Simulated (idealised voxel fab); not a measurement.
The process module presented herein is designated voxel lift off.
In the cross-section labelled cut, the width is 230 nm and each square cell is 5 nm.
The cross-sections in this document take the form of a grid made of square cells. They are written out as bands, in order from top to bottom. Each band consists of one or more rows of cells.
For a band, the entry starts with two heights in nm, that of the top and then that of the bottom, and carries on with the band's materials in order from left to right, each alongside its width in nm; the word "all across" beside a single material means it fills the band edge to edge, and "empty" means empty space.
Where do heights start? At 0: under that level the wafer as delivered is made of one material only. And the lowest band has no floor; it just carries on downward, as in "top 0, no bottom".
The expression "30..40" gives the width at the extremes of the band, the first number at its top row of cells and the second at its bottom row, with the width changing by equal amounts from each row to the next in between.
"same as before" for a step: no cell of the cross-section changed in that step.
Under "Enclosed voids" you'll find the enclosed gaps, the ones with no way out to the top, that are 8 cells or bigger; each reads width x height at distance, with distance counted from the left edge, everything in nm.
Where a step's line continues beyond its settings, the continuation is a remark by the simulator itself on that step.
overlay nm: mask right of planned place by this much (step with mask). Neg. = left.
These are the steps we planned for the process
step 1: RECEIVE | material Si
step 2: CONFORMAL_DEP | material SiO2 | thk nm 10
step 3: PATTERN | tone open | mask id LINES | material resist | width nm 20 | pitch nm 35 | thk nm 20 | overlay nm 0
step 4: DIRECTIONAL_DEP | material Ru | thk nm 5
step 5: STRIP | etch materials resist
step 6: CONFORMAL_DEP | material SiO2 | thk nm 5
First of two wafers, with the run carried out as planned
Cross-sectional view of the wafer in its as-received condition, corresponding to the state after step 1
top 0, no bottom  Si all across
Enclosed voids: none
Once step 2 is through, the wafer looks like this in cross-section
top 10, bottom 0  SiO2 all across
All layers under 0 are left as they were.
Once step 3 is through, the wafer looks like this in cross-section
top 30, bottom 10  resist (50), empty (20), resist (15), empty (20), resist (15), empty (20), resist (15), empty (20), resist (55)
All layers under 10 are left as they were.
Once step 4 is through, the wafer looks like this in cross-section
top 35, bottom 30  Ru (50), empty (20), Ru (15), empty (20), Ru (15), empty (20), Ru (15), empty (20), Ru (55)
top 30, bottom 15  resist (50), empty (20), resist (15), empty (20), resist (15), empty (20), resist (15), empty (20), resist (55)
top 15, bottom 10  resist (50), Ru (20), resist (15), Ru (20), resist (15), Ru (20), resist (15), Ru (20), resist (55)
All layers under 10 are left as they were.
Once step 5 is through, the wafer looks like this in cross-section
top 15, bottom 10  empty (50), Ru (20), empty (15), Ru (20), empty (15), Ru (20), empty (15), Ru (20), empty (55)
All layers under 10 are left as they were.
Once step 6 is through, the wafer looks like this in cross-section
top 20, bottom 15  empty (45), SiO2 (30), empty (5), SiO2 (30), empty (5), SiO2 (30), empty (5), SiO2 (30), empty (50)
top 15, bottom 10  SiO2 (50), Ru (20), SiO2 (15), Ru (20), SiO2 (15), Ru (20), SiO2 (15), Ru (20), SiO2 (55)
All layers under 10 are left as they were.
Second of two: same start, same plan, one run error; steps up to and including 2 match the first
Cross-section: second wafer, time at which step 3 was scheduled to end
top 30, bottom 10  empty (50), resist (20), empty (15), resist (20), empty (15), resist (20), empty (15), resist (20), empty (55)
All layers under 10 are left as they were.
Cross-section: second wafer, time at which step 4 was scheduled to end
top 35, bottom 30  empty (50), Ru (20), empty (15), Ru (20), empty (15), Ru (20), empty (15), Ru (20), empty (55)
top 30, bottom 15  empty (50), resist (20), empty (15), resist (20), empty (15), resist (20), empty (15), resist (20), empty (55)
top 15, bottom 10  Ru (50), resist (20), Ru (15), resist (20), Ru (15), resist (20), Ru (15), resist (20), Ru (55)
All layers under 10 are left as they were.
Cross-section: second wafer, time at which step 5 was scheduled to end
top 15, bottom 10  Ru (50), empty (20), Ru (15), empty (20), Ru (15), empty (20), Ru (15), empty (20), Ru (55)
All layers under 10 are left as they were.
Cross-section: second wafer, time at which step 6 was scheduled to end
top 20, bottom 15  SiO2 (55), empty (10), SiO2 (25), empty (10), SiO2 (25), empty (10), SiO2 (25), empty (10), SiO2 (60)
top 15, bottom 10  Ru (50), SiO2 (20), Ru (15), SiO2 (20), Ru (15), SiO2 (20), Ru (15), SiO2 (20), Ru (55)
All layers under 10 are left as they were.
The plan and the run diverged here: off-plan run, step 3, actual operation and settings PATTERN | tone cover | mask id LINES | material resist | width nm 20 | pitch nm 35 | thk nm 20 | overlay nm 0
It is noted that, at the conclusion of processing, the second wafer exhibits a higher or lower cell count for certain materials relative to the first: 14 more of Ru
